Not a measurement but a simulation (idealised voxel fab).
Documented hereafter: the process module known as voxel capacitor over wiring.
For reference, the cross-section in this document is cut, with width 190 nm and square cells of 5 nm.
Cross-section format: a grid of square cells, given as bands from top to bottom; each band is one or more rows of cells.
A band entry consists of two parts. The first gives the height of the band's top and the height of its bottom, in nm. The rest lists the band's materials from left to right, each with its width in nm. A single material labelled with the word "all across" fills the band from edge to edge, and the word "blank" marks empty space.
A quick word on heights: they are counted from 0, and under that level the wafer as it came to us is one material throughout. The lowest band is different from the rest in having no bottom; it simply continues downward, written as in "0..down".
The two numbers in a width such as "30->40" mark its ends across the band: the first belongs to the top row of cells, the second to the bottom row, and from each row to the next the width moves by the same amount.
A step reported as "same as before" is a step in which no cell of the cross-section changed.
Empty spaces without an open route to the top, at least 8 cells in extent, make up the entry "Closed void entries"; each is given as width x height at distance, where the distance is measured from the left edge, and all are in nm.
Note: text after step settings on the step line = simulator remark on that step.
For masked steps, "overlay nm" on the step line gives how far right of plan the mask actually lay; a minus sign means it lay to the left.

## This section lists the process steps that were planned
1 RECEIVE (material Si)
2 CONFORMAL_DEP (material SiO2; thk nm 10)
3 CONFORMAL_DEP (material SiN; thk nm 5)
4 DIRECTIONAL_DEP (material SiO2; thk nm 15)
5 MASKED_ETCH (tone open; mask id METAL_1; width nm 30; pitch nm 80; etch materials SiO2; depth nm 15; overlay nm 0)
6 MASKED_ETCH (tone open; mask id METAL_1; width nm 30; pitch nm 80; etch materials SiN; depth nm 5; overlay nm 0)
7 CONFORMAL_DEP (material TiN; thk nm 5)
8 FILL_DEP (material Ru; thk nm 10)
9 CMP (height nm 30)
10 EPI (material Ru; thk nm 5)
11 FILL_DEP (material SiCN; thk nm 5)
12 DIRECTIONAL_DEP (material SiO2; thk nm 10)
13 PATTERN (tone open; mask id PLUG_1; material resist; width nm 15; thk nm 15; overlay nm 0)
14 DIRECTIONAL_ETCH (etch materials SiO2; depth nm 10)
15 DIRECTIONAL_ETCH (etch materials SiCN; depth nm 5)
16 STRIP (etch materials resist)
17 CONFORMAL_DEP (material TiN; thk nm 5)
18 FILL_DEP (material Cu; thk nm 10)
19 CMP (height nm 50)
20 DIRECTIONAL_DEP (material TiN; thk nm 5)
21 DIRECTIONAL_DEP (material HfO2; thk nm 5)
22 DIRECTIONAL_DEP (material TiN; thk nm 5)
23 DIRECTIONAL_DEP (material aC; thk nm 10)
24 PATTERN (tone cover; mask id UPPER_PLATE; material resist; width nm 55; thk nm 25; overlay nm 0)
25 DIRECTIONAL_ETCH (etch materials aC; depth nm 10)
26 STRIP (etch materials resist)
27 DIRECTIONAL_ETCH (etch materials TiN; depth nm 5)
28 DIRECTIONAL_ETCH (etch materials HfO2; depth nm 5)
29 STRIP (etch materials aC)
30 PATTERN (tone cover; mask id LOWER_PLATE; material resist; width nm 65; thk nm 15; overlay nm 0)
31 DIRECTIONAL_ETCH (etch materials TiN; depth nm 5)
32 STRIP (etch materials resist)
33 FILL_DEP (material SiO2; thk nm 20)
34 CMP (height nm 80)
35 MASKED_ETCH (tone open; mask id PLUG_2; width nm 15; etch materials SiO2; depth nm 15; overlay nm 0)
36 CONFORMAL_DEP (material TiN; thk nm 5)
37 FILL_DEP (material W; thk nm 5)
38 CMP (height nm 80)
39 CONFORMAL_DEP (material SiN; thk nm 5)

## Delivered wafer in cross-section: state after step 1
    0..down: Si all across
    Closed void entries: none

## Final wafer profile in cross-section after the module, from the same start and plan as above, with one mistake made during processing
    85..80: SiN all across
    80..70: SiO2: 65 | TiN: 5 | W: 5 | TiN: 5 | SiO2: 110
    70..60: SiO2: 65->55 | TiN: 15->55 | SiO2: 110->80
    60..55: SiO2: 55 | HfO2: 55 | SiO2: 80
    55..50: SiO2: 50 | TiN: 65 | SiO2: 75
    50..40: SiO2: 55 | TiN: 5 | Cu: 5 | TiN: 5 | SiO2: 120
    40..35: SiCN: 55 | TiN: 15 | SiCN: 120
    35..30: SiCN: 30 | Ru: 50 | SiCN: 30 | Ru: 50 | SiCN: 30
    30..20: SiO2: 35 | TiN: 5 | Ru: 30 | TiN: 5 | SiO2: 40 | TiN: 5 | Ru: 30 | TiN: 5 | SiO2: 35
    20..15: SiO2: 35 | TiN: 10 | Ru: 20 | TiN: 10 | SiO2: 40 | TiN: 10 | Ru: 20 | TiN: 10 | SiO2: 35
    15..10: SiN: 40 | TiN: 30 | SiN: 50 | TiN: 30 | SiN: 40
    10..0: SiO2 all across
    0..down: Si all across
    Closed void entries: none
The plan and the run diverged here: step 5 did not happen as planned, as run it was MASKED_ETCH (tone open; mask id METAL_1; width nm 40; pitch nm 80; etch materials SiO2; depth nm 15; overlay nm 0)
